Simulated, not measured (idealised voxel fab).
The following is a process module called voxel ribs on slabs.
Shown is cross-section cut, with a width of 295 nm and square cells of size 5 nm.
In this document a cross-section is written as a grid of square cells. It is given as a series of bands, listed from the top down, and a band is one or more rows of cells. Band: top height; bottom height; in nm. Then, left to right: material with width in nm, for each material. "full width": a single material spanning edge to edge. "empty": empty space. Measure heights from 0. That's the level where, below it, the as-received wafer is all one material. The lowest band is bottomless and extends downward; write it as in "0 nm and below". Note: "30..40" means the width goes from the first number (top row of the band) to the second number (bottom row) in equal steps per row of cells. "no modification" after a step means that no cell of the cross-section changed. Enclosed voids (no open way to top), threshold 8 cells or more, entry "Closed void listing", notation width x height at distance, distance from left edge, nm. That trailing text on a step's line, after the settings, is the simulator's own remark on the step. Regarding "overlay nm": on a step with a mask, it is the distance the mask lay to the right of its planned place; a negative value places it to the left.

So here's the lineup of process steps we planned
1,RECEIVE (material Si)
2,DIRECTIONAL_DEP (material SiO2; thk nm 20)
3,DIRECTIONAL_DEP (material SiN; thk nm 15)
4,PATTERN (tone cover; mask id RIB; material resist; width nm 25; thk nm 15; overlay nm 0)
5,DIRECTIONAL_ETCH (etch materials SiN; depth nm 10)
6,STRIP (etch materials resist)
7,PATTERN (tone cover; mask id SLAB; material resist; width nm 65; thk nm 15; overlay nm 0)
8,DIRECTIONAL_ETCH (etch materials SiN; depth nm 5)
9,STRIP (etch materials resist)
10,FILL_DEP (material SiO2; thk nm 15)
11,CMP (height nm 45)
12,DIRECTIONAL_DEP (material TiN; thk nm 10)
13,MASKED_ETCH (tone cover; mask id HEATER; width nm 35; etch materials TiN; depth nm 10; overlay nm 0)
14,CONFORMAL_DEP (material SiN; thk nm 10)

As-received wafer cross-section (after step 1)
- 0 nm and below: Si full width
- Closed void listing: none

Final cross-section, module run with one mistake (start and plan as above)
- 65 nm to 55 nm: 120 of empty; 55 of SiN; 120 of empty
- 55 nm to 45 nm: 130 of SiN; 35 of TiN; 130 of SiN
- 45 nm to 35 nm: SiO2 full width
- 35 nm to 25 nm: 135 of SiO2; 25 of SiN; 135 of SiO2
- 25 nm to 20 nm: 115 of SiO2; 65 of SiN; 115 of SiO2
- 20 nm to 0 nm: TiN full width
- 0 nm and below: Si full width
- Closed void listing: none
Where did the run depart from the plan? step 2 ran differently from the plan; actual operation with settings: DIRECTIONAL_DEP (material TiN; thk nm 20)
